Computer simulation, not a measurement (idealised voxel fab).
This section sets out a process module, namely voxel ribs on slabs.
Square cell edge 5 nm, section width 200 nm, ID cut.
The cross-sections in this document take the form of a grid made of square cells. They are written out as bands, in order from top to bottom. Each band consists of one or more rows of cells. Top height, bottom height, nm. Materials left to right, width each, nm. Single material + "full width" = fills band edge to edge. "blank" = empty. Where do heights start? At 0: under that level the wafer as delivered is made of one material only. And the lowest band has no floor; it just carries on downward, as in "0 nm and below". It should be noted that a width expressed as "30..40" varies in equal increments from row to row of cells within the band, taking the value of the first number at the top row and that of the second number at the bottom row. You'll sometimes find "left unchanged" written for a step, and that's the way of saying that nowhere in the cross-section did a cell change during that step. "Catalogued sealed voids": sealed empty spaces, 8 cells or more, no open way to top, listed width x height at distance, with distance from the left edge and width, height and distance in nm. Anything after a step's settings on that line? It's the simulator's own note about the step. The setting "overlay nm" may be written on the line of a step. When the step uses a mask, the value reports how far to the right of the planned place the mask lay, and a negative value reports that it lay to the left.

The steps planned for the process are as follows
1 op RECEIVE | material Si
2 op DIRECTIONAL_DEP | material SiO2 | thk nm 25
3 op DIRECTIONAL_DEP | material polySi | thk nm 25
4 op PATTERN | tone cover | mask id RIB | material resist | width nm 15 | thk nm 15 | overlay nm 0
5 op DIRECTIONAL_ETCH | etch materials polySi | depth nm 15
6 op STRIP | etch materials resist
7 op PATTERN | tone cover | mask id SLAB | material resist | width nm 45 | thk nm 20 | overlay nm 0
8 op DIRECTIONAL_ETCH | etch materials polySi | depth nm 10
9 op STRIP | etch materials resist
10 op FILL_DEP | material SiO2 | thk nm 25
11 op CMP | height nm 70
12 op DIRECTIONAL_DEP | material W | thk nm 5
13 op DIRECTIONAL_DEP | material aC | thk nm 10
14 op PATTERN | tone cover | mask id HEATER | material resist | width nm 25 | thk nm 25 | overlay nm -15
15 op DIRECTIONAL_ETCH | etch materials aC | depth nm 10
16 op STRIP | etch materials resist
17 op DIRECTIONAL_ETCH | etch materials W | depth nm 5
18 op STRIP | etch materials aC
19 op CONFORMAL_DEP | material SiN | thk nm 5
It is noted that the wafers described herein are identical at the outset and are distinguished by the overlay nm of step 14; the value stated in the plan corresponds to the first wafer.

The first of several wafers in cross-section, exactly as it reached us after step 1
0 nm and below  Si full width
Catalogued sealed voids: none

The cross-section of the first of several wafers is given below for the end of the module, after its final step, step 19
80 nm to 75 nm  blank=65; SiN=35; blank=100
75 nm to 70 nm  SiN=70; W=25; SiN=105
70 nm to 50 nm  SiO2 full width
50 nm to 35 nm  SiO2=90; polySi=15; SiO2=95
35 nm to 25 nm  SiO2=75; polySi=45; SiO2=80
25 nm to 0 nm  SiO2 full width
0 nm and below  Si full width
Catalogued sealed voids: none

Here's the last wafer cross-sectioned at the end of the module
80 nm to 75 nm  blank=95; SiN=35; blank=70
75 nm to 70 nm  SiN=100; W=25; SiN=75
70 nm to 50 nm  SiO2 full width
50 nm to 35 nm  SiO2=90; polySi=15; SiO2=95
35 nm to 25 nm  SiO2=75; polySi=45; SiO2=80
25 nm to 0 nm  SiO2 full width
0 nm and below  Si full width
Catalogued sealed voids: none

Tabulated below, wafer by wafer, are the end-of-module results: for each material, the number of cells gained (+) or lost (-) relative to the as-received state, followed by the closed voids
overlay nm -15, +42 SiN, +533 SiO2, +5 W, +27 polySi, Catalogued sealed voids: none
overlay nm -10, +42 SiN, +533 SiO2, +5 W, +27 polySi, Catalogued sealed voids: none
overlay nm -5, +42 SiN, +533 SiO2, +5 W, +27 polySi, Catalogued sealed voids: none
overlay nm 0, +42 SiN, +533 SiO2, +5 W, +27 polySi, Catalogued sealed voids: none
overlay nm 5, +42 SiN, +533 SiO2, +5 W, +27 polySi, Catalogued sealed voids: none
overlay nm 10, +42 SiN, +533 SiO2, +5 W, +27 polySi, Catalogued sealed voids: none
overlay nm 15, +42 SiN, +533 SiO2, +5 W, +27 polySi, Catalogued sealed voids: none
